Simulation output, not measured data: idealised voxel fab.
Module name: voxel self aligned contacts (process module)
Cross-section cut: width 235 nm, square cells of 5 nm.
Bands, listed from the top down, are how a cross-section gets written in this document; the cross-section itself is a grid of square cells, and a band is one or more rows of them.
In this notation a band is specified by the heights of its top and bottom, in that order and in nm, after which its materials appear from left to right, each paired with its width in nm. The word "edge to edge" attached to a single material means that material fills the band from edge to edge; the word "air" stands for empty space.
Height datum 0, below which the as-received substrate wafer is one material. Lowest band open at the bottom, running downward: "top 0, no bottom".
Top row gets the first number, bottom row gets the second, and each row in between changes by the same step: that is how a band width like "30 to 40" works.
"nothing was modified" -> step changed no cross-section cell.
The entry "Enclosed void catalog" lists the empty spaces that cover at least 8 cells and have no open path to the top. Each is written as width x height at distance, where the distance is measured from the left edge and all three values are in nm.
Step line, after settings: the simulator's comment on this step.
A step's line can hold "overlay nm"; with a mask on that step, the setting says how far right of the planned place the mask lay, while a negative setting says it lay to the left.

Steps planned for the process:
1: RECEIVE, material Si
2: OXIDIZE, depth nm 5
3: DIRECTIONAL_DEP, material polySi, thk nm 30
4: DIRECTIONAL_DEP, material SiN, thk nm 20
5: PATTERN, tone cover, mask id GATE, material resist, width nm 30, pitch nm 70, thk nm 15, overlay nm 0
6: DIRECTIONAL_ETCH, etch materials SiN, depth nm 20
7: DIRECTIONAL_ETCH, etch materials polySi, depth nm 30
8: STRIP, etch materials resist
9: CONFORMAL_DEP, material SiN, thk nm 10
10: DIRECTIONAL_ETCH, etch materials SiN, depth nm 10
11: FILL_DEP, material SiO2, thk nm 20
12: CMP, height nm 60
13: DIRECTIONAL_DEP, material aC, thk nm 15
14: PATTERN, tone open, mask id CONTACT, material resist, width nm 50, pitch nm 70, thk nm 30, overlay nm 0
15: DIRECTIONAL_ETCH, etch materials aC, depth nm 15
16: STRIP, etch materials resist
17: DIRECTIONAL_ETCH, etch materials SiO2, depth nm 65
18: STRIP, etch materials aC
19: CONFORMAL_DEP, material TiN, thk nm 5
20: FILL_DEP, material W, thk nm 5
21: CMP, height nm 60
22: CONFORMAL_DEP, material SiCN, thk nm 5

So this is the incoming wafer in cross-section - it's already been through step 1:
	top 0, no bottom | Si edge to edge
	Enclosed void catalog: none

First of two wafers at the end of the module, shown in cross-section; run carried out as planned:
	top 65, bottom 60 | SiCN edge to edge
	top 60, bottom 50 | 55 nm SiO2 | 5 to 20 nm TiN | 40 to 10 nm W | 5 to 20 nm TiN | 20 nm SiO2 | 5 to 20 nm TiN | 40 to 10 nm W | 5 to 20 nm TiN | 60 nm SiO2
	top 50, bottom 30 | 20 nm SiO2 | 50 nm SiN | 5 nm TiN | 10 nm W | 5 nm TiN | 50 nm SiN | 5 nm TiN | 10 nm W | 5 nm TiN | 50 nm SiN | 25 nm SiO2
	top 30, bottom 0 | 20 nm SiO2 | 10 nm SiN | 30 nm polySi | 10 nm SiN | 5 nm TiN | 10 nm W | 5 nm TiN | 10 nm SiN | 30 nm polySi | 10 nm SiN | 5 nm TiN | 10 nm W | 5 nm TiN | 10 nm SiN | 30 nm polySi | 10 nm SiN | 25 nm SiO2
	top 0, bottom -5 | 70 nm SiO2 | 20 nm TiN | 50 nm SiO2 | 20 nm TiN | 75 nm SiO2
	top -5, no bottom | Si edge to edge
	Enclosed void catalog: none

Cross-section at end of module for the second wafer of two, which matched the first in starting point and plan and differed by one mistake in its processing:
	top 65, bottom 60 | SiCN edge to edge
	top 60, bottom 55 | 55 nm SiO2 | 5 nm TiN | 40 nm W | 5 nm TiN | 20 nm SiO2 | 5 nm TiN | 40 nm W | 5 nm TiN | 60 nm SiO2
	top 55, bottom 50 | 55 nm SiO2 | 50 nm TiN | 20 nm SiO2 | 50 nm TiN | 60 nm SiO2
	top 50, bottom 30 | 15 nm SiO2 | 60 nm SiN | 10 nm TiN | 60 nm SiN | 10 nm TiN | 60 nm SiN | 20 nm SiO2
	top 30, bottom 0 | 15 nm SiO2 | 10 nm SiN | 40 nm polySi | 10 nm SiN | 10 nm TiN | 10 nm SiN | 40 nm polySi | 10 nm SiN | 10 nm TiN | 10 nm SiN | 40 nm polySi | 10 nm SiN | 20 nm SiO2
	top 0, bottom -5 | 75 nm SiO2 | 10 nm TiN | 60 nm SiO2 | 10 nm TiN | 80 nm SiO2
	top -5, no bottom | Si edge to edge
	Enclosed void catalog: none
Processing error: step 5 deviated from plan and actually ran as PATTERN, tone cover, mask id GATE, material resist, width nm 40, pitch nm 70, thk nm 15, overlay nm 0
Count the cells at the end and the second wafer has more or fewer of some materials than the first: 24 more of SiN, 16 fewer of SiO2, 44 fewer of W, 36 more of polySi
